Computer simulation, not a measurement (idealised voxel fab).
Process module name: voxel tone inversion
For reference, the cross-section in this document is cut, with width 200 nm and square cells of 5 nm.
A cross-section in this document is a grid of square cells, and it is written down as bands, the top band listed before the ones below it; a band is made up of one or more rows of cells.
Heads up on the band format: heights come first, top then bottom, in nm. After that it's the materials left to right, each with its width in nm. A single material flagged "full width" fills the whole band edge to edge, and "empty" means there's empty space there.
Measure heights from 0. That's the level where, below it, the as-received wafer is all one material. The lowest band is bottomless and extends downward; write it as in "0 and below".
Think of "30..40" as a width that walks from the first number to the second as you go down the band, top row to bottom row, taking equal-sized steps from row to row.
"all unchanged" for a step: no cell of the cross-section changed in that step.
Closed-off voids of 8+ cells (no open route to the top) go in "Completely enclosed voids", written width x height at distance from the left edge, in nm.
Anything after a step's settings on that line? It's the simulator's own note about the step.
A step's line can hold "overlay nm"; with a mask on that step, the setting says how far right of the planned place the mask lay, while a negative setting says it lay to the left.

Process steps - plan:
1) RECEIVE | material Si
2) CONFORMAL_DEP | material SiN | thk nm 5
3) DIRECTIONAL_DEP | material aC | thk nm 25
4) PATTERN | tone cover | mask id POSTS | material resist | width nm 25 | pitch nm 50 | thk nm 35 | overlay nm 0
5) DIRECTIONAL_ETCH | etch materials aC | depth nm 25
6) STRIP | etch materials resist
7) FILL_DEP | material SiO2 | thk nm 10
8) CMP | height nm 30
9) STRIP | etch materials aC
10) CONFORMAL_DEP | material TiN | thk nm 5
11) FILL_DEP | material Cu | thk nm 5
12) CMP | height nm 30
13) CONFORMAL_DEP | material SiN | thk nm 5

Cross-section of the incoming wafer, state after step 1:
> 0 and below = Si full width
> Completely enclosed voids: none

The first of the two wafers as seen in cross-section once the module was finished; processing followed the plan:
> 35 down to 30 = SiN full width
> 30 down to 10 = SiO2: 60  TiN: 5  Cu: 15  TiN: 5  SiO2: 25  TiN: 5  Cu: 15  TiN: 5  SiO2: 65
> 10 down to 5 = SiO2: 60  TiN: 25  SiO2: 25  TiN: 25  SiO2: 65
> 5 down to 0 = SiN full width
> 0 and below = Si full width
> Completely enclosed voids: none

Second wafer cross-section at end of module - shared start and plan with the first, one mistake in the run:
> 35 down to 30 = SiN full width
> 30 down to 10 = Cu: 55  TiN: 5  SiO2: 25  TiN: 5  Cu: 15  TiN: 5  SiO2: 25  TiN: 5  Cu: 60
> 10 down to 5 = TiN: 60  SiO2: 25  TiN: 25  SiO2: 25  TiN: 65
> 5 down to 0 = SiN full width
> 0 and below = Si full width
> Completely enclosed voids: none
What was done differently from what was planned? step 4 went in with a setting other than planned; the actual run was PATTERN | tone open | mask id POSTS | material resist | width nm 25 | pitch nm 50 | thk nm 35 | overlay nm 0
Wrapping up, a cell-based count of both wafers puts the second over or under the first for these materials: Cu: 80 more, SiO2: 100 fewer, TiN: 20 more
